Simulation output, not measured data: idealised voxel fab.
You're looking at the process module voxel capacitor over wiring.
The cross-section on display is named cut; it measures 260 nm wide, and its cells are 5 nm squares.
Throughout this document, each cross-section is represented as a grid of square cells and is presented as a sequence of bands enumerated from the top downward, where a band comprises one or more rows of cells.
What a band's entry tells you: where the top is and where the bottom is, as heights in nm, and after that what lies inside, material by material from left to right, each with its width in nm. Empty space is written as the word "blank", and a single material marked with the word "all across" occupies the band from edge to edge.
Where do heights start? At 0: under that level the wafer as delivered is made of one material only. And the lowest band has no floor; it just carries on downward, as in "z 0 and below".
A width such as "30 to 40" changes by the same amount from each row of cells to the next, from the band's top row to its bottom row.
Where the words "everything unchanged" appear for a step, the cross-section shows no cell changed by that step; every cell remained as before.
Under "Catalogued sealed voids" you'll find the enclosed gaps, the ones with no way out to the top, that are 8 cells or bigger; each reads width x height at distance, with distance counted from the left edge, everything in nm.
Heads up: the bit after the settings on a step's line is the simulator's remark on that step.
overlay nm: mask right of planned place by this much (step with mask). Neg. = left.

[Process steps - plan]
1. RECEIVE | material Si
2. CONFORMAL_DEP | material SiO2 | thk nm 10
3. DIRECTIONAL_DEP | material TiN | thk nm 5
4. DIRECTIONAL_DEP | material W | thk nm 20
5. DIRECTIONAL_DEP | material aC | thk nm 15
6. PATTERN | tone cover | mask id METAL_1 | material resist | width nm 25 | pitch nm 90 | thk nm 35 | overlay nm 0
7. DIRECTIONAL_ETCH | etch materials aC | depth nm 15
8. STRIP | etch materials resist
9. DIRECTIONAL_ETCH | etch materials W | depth nm 20
10. DIRECTIONAL_ETCH | etch materials TiN | depth nm 5
11. STRIP | etch materials aC
12. FILL_DEP | material lowk | thk nm 5
13. CMP | height nm 35
14. CONFORMAL_DEP | material SiCN | thk nm 5
15. DIRECTIONAL_DEP | material lowk | thk nm 10
16. MASKED_ETCH | tone open | mask id PLUG_1 | width nm 15 | etch materials lowk | depth nm 10 | overlay nm 0
17. MASKED_ETCH | tone open | mask id PLUG_1 | width nm 15 | etch materials SiCN | depth nm 5 | overlay nm 0
18. EPI | material Ru | thk nm 10
19. EPI | material Ru | thk nm 5
20. DIRECTIONAL_DEP | material TiN | thk nm 10
21. DIRECTIONAL_DEP | material Al2O3 | thk nm 5
22. DIRECTIONAL_DEP | material TiN | thk nm 10
23. PATTERN | tone cover | mask id UPPER_PLATE | material resist | width nm 70 | thk nm 20 | overlay nm 0
24. DIRECTIONAL_ETCH | etch materials TiN | depth nm 10
25. DIRECTIONAL_ETCH | etch materials Al2O3 | depth nm 5
26. STRIP | etch materials resist
27. PATTERN | tone cover | mask id LOWER_PLATE | material resist | width nm 80 | thk nm 15 | overlay nm 0
28. DIRECTIONAL_ETCH | etch materials TiN | depth nm 10
29. STRIP | etch materials resist
30. FILL_DEP | material SiO2 | thk nm 20
31. CMP | height nm 90
32. PATTERN | tone open | mask id PLUG_2 | material resist | width nm 15 | thk nm 15 | overlay nm 0
33. DIRECTIONAL_ETCH | etch materials SiO2 | depth nm 15
34. STRIP | etch materials resist
35. CONFORMAL_DEP | material TiN | thk nm 5
36. FILL_DEP | material W | thk nm 5
37. CMP | height nm 90
38. CONFORMAL_DEP | material SiCN | thk nm 5

[This is the cross-section of the wafer as we received it, i.e. after step 1]
	z 0 and below  Si all across
	Catalogued sealed voids: none

[Below is the wafer in cross-section after the module was completed. It began from the starting point shown above and followed the plan shown above, except that one mistake was made while running it]
	z 95 to 90  SiCN all across
	z 90 to 80  90 of SiO2; 5 of TiN; 5 of W; 5 of TiN; 155 of SiO2
	z 80 to 75  90 of SiO2; 15 of TiN; 155 of SiO2
	z 75 to 65  80 of SiO2; 70 of TiN; 110 of SiO2
	z 65 to 60  80 of SiO2; 70 of Al2O3; 110 of SiO2
	z 60 to 50  75 of SiO2; 80 of TiN; 105 of SiO2
	z 50 to 40  80 of lowk; 15 of Ru; 165 of lowk
	z 40 to 35  80 of SiCN; 15 of Ru; 165 of SiCN
	z 35 to 15  70 of aC; 25 of W; 65 of aC; 25 of W; 75 of aC
	z 15 to 10  70 of aC; 25 of TiN; 65 of aC; 25 of TiN; 75 of aC
	z 10 to 0  SiO2 all across
	z 0 and below  Si all across
	Catalogued sealed voids: none
What was done differently from what was planned? step 12 went in with a setting other than planned; the actual run was FILL_DEP | material aC | thk nm 5
